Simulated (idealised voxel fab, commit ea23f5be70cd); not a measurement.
process module | voxel gate over fins
cross-section cut | 290 nm wide | cells 5 nm
A cross-section is a grid of square cells, given in bands from the top down. A band is one or more rows of cells.
Each band's line starts with the height of the band's top and of its bottom, in nm. Then come its materials from left to right, each with its width in nm. One material with "throughout" fills the band from edge to edge. "air" is empty space.
Height 0 is the level under which the wafer as received is all one material. The lowest band goes on downwards, as in "0 down".
A width such as "30 to 40" changes by the same amount from each row of cells to the next, from the band's top row to its bottom row.
"no change" after a step means that no cell of the cross-section changed.
closed voids: empty space of 8 cells or more with no open way to the top, each as width x height at its distance from the left edge, in nm
after a step's settings: what the simulator itself notes on the step
overlay nm, on a step with a mask: how far to the right of its planned place the mask lay; to the left if negative
plan
1 op RECEIVE | material Si
2 op CONFORMAL_DEP | material SiN | thk nm 5
3 op PATTERN | tone cover | mask id FINS | material resist | width nm 15 | pitch nm 40 | thk nm 15 | overlay nm 0
4 op DIRECTIONAL_ETCH | etch materials SiN | depth nm 5
5 op DIRECTIONAL_ETCH | etch materials Si | depth nm 35
6 op STRIP | etch materials resist
7 op OXIDIZE | depth nm 5
8 op FILL_DEP | material SiO2 | thk nm 5
9 op CMP | height nm 5
10 op SELECTIVE_ETCH | etch materials SiO2 | depth nm 20
11 op STRIP | etch materials SiN
12 op CONFORMAL_DEP | material HfO2 | thk nm 5
13 op CONFORMAL_DEP | material TiN | thk nm 5
14 op FILL_DEP | material W | thk nm 15
15 op CMP | height nm 20
16 op CONFORMAL_DEP | material SiN | thk nm 10
as received, after step 1
  0 down: Si throughout
  closed voids: none
first wafer at the end, as planned
  30 to 20: SiN throughout
  20 to 10: W throughout
  10 to 5: W 70 | TiN 25 | W 15 | TiN 25 | W 15 | TiN 25 | W 15 | TiN 25 | W 75
  5 to 0: W 70 | TiN 5 | HfO2 15 | TiN 5 | W 15 | TiN 5 | HfO2 15 | TiN 5 | W 15 | TiN 5 | HfO2 15 | TiN 5 | W 15 | TiN 5 | HfO2 15 | TiN 5 | W 75
  0 to -5: W 70 | TiN 5 | HfO2 5 | Si 5 | HfO2 5 | TiN 5 | W 15 | TiN 5 | HfO2 5 | Si 5 | HfO2 5 | TiN 5 | W 15 | TiN 5 | HfO2 5 | Si 5 | HfO2 5 | TiN 5 | W 15 | TiN 5 | HfO2 5 | Si 5 | HfO2 5 | TiN 5 | W 75
  -5 to -10: TiN 75 | HfO2 5 | Si 5 | HfO2 5 | TiN 25 | HfO2 5 | Si 5 | HfO2 5 | TiN 25 | HfO2 5 | Si 5 | HfO2 5 | TiN 25 | HfO2 5 | Si 5 | HfO2 5 | TiN 80
  -10 to -15: HfO2 80 | Si 5 | HfO2 35 | Si 5 | HfO2 35 | Si 5 | HfO2 35 | Si 5 | HfO2 85
  -15 to -40: SiO2 80 | Si 5 | SiO2 35 | Si 5 | SiO2 35 | Si 5 | SiO2 35 | Si 5 | SiO2 85
  -40 down: Si throughout
  closed voids: none
second wafer at the end: like start, like plan, one mistake
  30 to 20: SiN throughout
  20 to 10: W throughout
  10 to 5: W 70 | TiN 25 | W 15 | TiN 25 | W 15 | TiN 25 | W 15 | TiN 25 | W 75
  5 to 0: W 70 | TiN 5 | HfO2 15 | TiN 5 | W 15 | TiN 5 | HfO2 15 | TiN 5 | W 15 | TiN 5 | HfO2 15 | TiN 5 | W 15 | TiN 5 | HfO2 15 | TiN 5 | W 75
  0 to -5: W 70 | TiN 5 | HfO2 5 | Si 5 | HfO2 5 | TiN 5 | W 15 | TiN 5 | HfO2 5 | Si 5 | HfO2 5 | TiN 5 | W 15 | TiN 5 | HfO2 5 | Si 5 | HfO2 5 | TiN 5 | W 15 | TiN 5 | HfO2 5 | Si 5 | HfO2 5 | TiN 5 | W 75
  -5 to -10: TiN 75 | HfO2 5 | Si 5 | HfO2 5 | TiN 25 | HfO2 5 | Si 5 | HfO2 5 | TiN 25 | HfO2 5 | Si 5 | HfO2 5 | TiN 25 | HfO2 5 | Si 5 | HfO2 5 | TiN 80
  -10 to -15: HfO2 80 | Si 5 | HfO2 35 | Si 5 | HfO2 35 | Si 5 | HfO2 35 | Si 5 | HfO2 85
  -15 to -75: SiO2 80 | Si 5 | SiO2 35 | Si 5 | SiO2 35 | Si 5 | SiO2 35 | Si 5 | SiO2 85
  -75 down: Si throughout
  closed voids: none
what went wrong: step 5 was run twice
at the end the second wafer has, in cells: 378 fewer of Si | 378 more of SiO2
